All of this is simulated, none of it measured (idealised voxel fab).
A process module follows: voxel ribs on slabs.
It is cross-section cut that appears here, measuring 260 nm in width, its square cells being 5 nm in size.
Just so we're on the same page, the cross-sections are grids of square cells, and they're listed out in bands top to bottom, each band one or more rows deep.
It is stipulated that each band's entry specify, in nanometres, the height of the top of the band and then that of its bottom, followed by the materials of the band in left-to-right sequence, each together with its width in nanometres. A single material marked by the word "throughout" is understood to fill the band from edge to edge; the word "empty" is understood to denote empty space.
Beneath 0, the wafer as received is one material, and that level is where height counting begins. The lowest band goes on downward without a bottom; it is written like "0 -> down".
Think of "30..40" as a width that walks from the first number to the second as you go down the band, top row to bottom row, taking equal-sized steps from row to row.
Take "no alteration" at face value: in the step it is given for, the cross-section changed in none of its cells.
The entry "Enclosed void entries" lists the empty spaces that cover at least 8 cells and have no open path to the top. Each is written as width x height at distance, where the distance is measured from the left edge and all three values are in nm.
Whatever follows a step's settings on its line is a remark the simulator itself makes about that step.
overlay nm, on a step with a mask: how far to the right of its planned place the mask lay; to the left if negative
[So here's the lineup of process steps we planned]
step 1: RECEIVE, material Si
step 2: DIRECTIONAL_DEP, material SiO2, thk nm 30
step 3: DIRECTIONAL_DEP, material SiN, thk nm 15
step 4: PATTERN, tone cover, mask id RIB, material resist, width nm 20, thk nm 15, overlay nm 0
step 5: DIRECTIONAL_ETCH, etch materials SiN, depth nm 10
step 6: STRIP, etch materials resist
step 7: PATTERN, tone cover, mask id SLAB, material resist, width nm 50, thk nm 20, overlay nm 0
step 8: DIRECTIONAL_ETCH, etch materials SiN, depth nm 5
step 9: STRIP, etch materials resist
step 10: FILL_DEP, material SiO2, thk nm 20
step 11: CMP, height nm 60
step 12: DIRECTIONAL_DEP, material W, thk nm 5
step 13: PATTERN, tone cover, mask id HEATER, material resist, width nm 30, thk nm 20, overlay nm 0
step 14: DIRECTIONAL_ETCH, etch materials W, depth nm 5
step 15: STRIP, etch materials resist
step 16: CONFORMAL_DEP, material SiN, thk nm 10
[Wafer as received: cross-section following step 1]
    0 -> down  Si throughout
    Enclosed void entries: none
[This is how the wafer looks in cross-section once the module is done, given the starting state and plan above and one mistake in carrying the plan out]
    75 -> 70  empty 105 / SiN 50 / empty 105
    70 -> 65  SiN throughout
    65 -> 60  SiN 115 / W 30 / SiN 115
    60 -> 55  SiO2 throughout
    55 -> 45  SiO2 120 / SiN 20 / SiO2 120
    45 -> 40  SiO2 105 / SiN 50 / SiO2 105
    40 -> 0  SiO2 throughout
    0 -> down  Si throughout
    Enclosed void entries: none
What was the processing mistake? step 2 did not use the planned setting and instead ran as DIRECTIONAL_DEP, material SiO2, thk nm 40
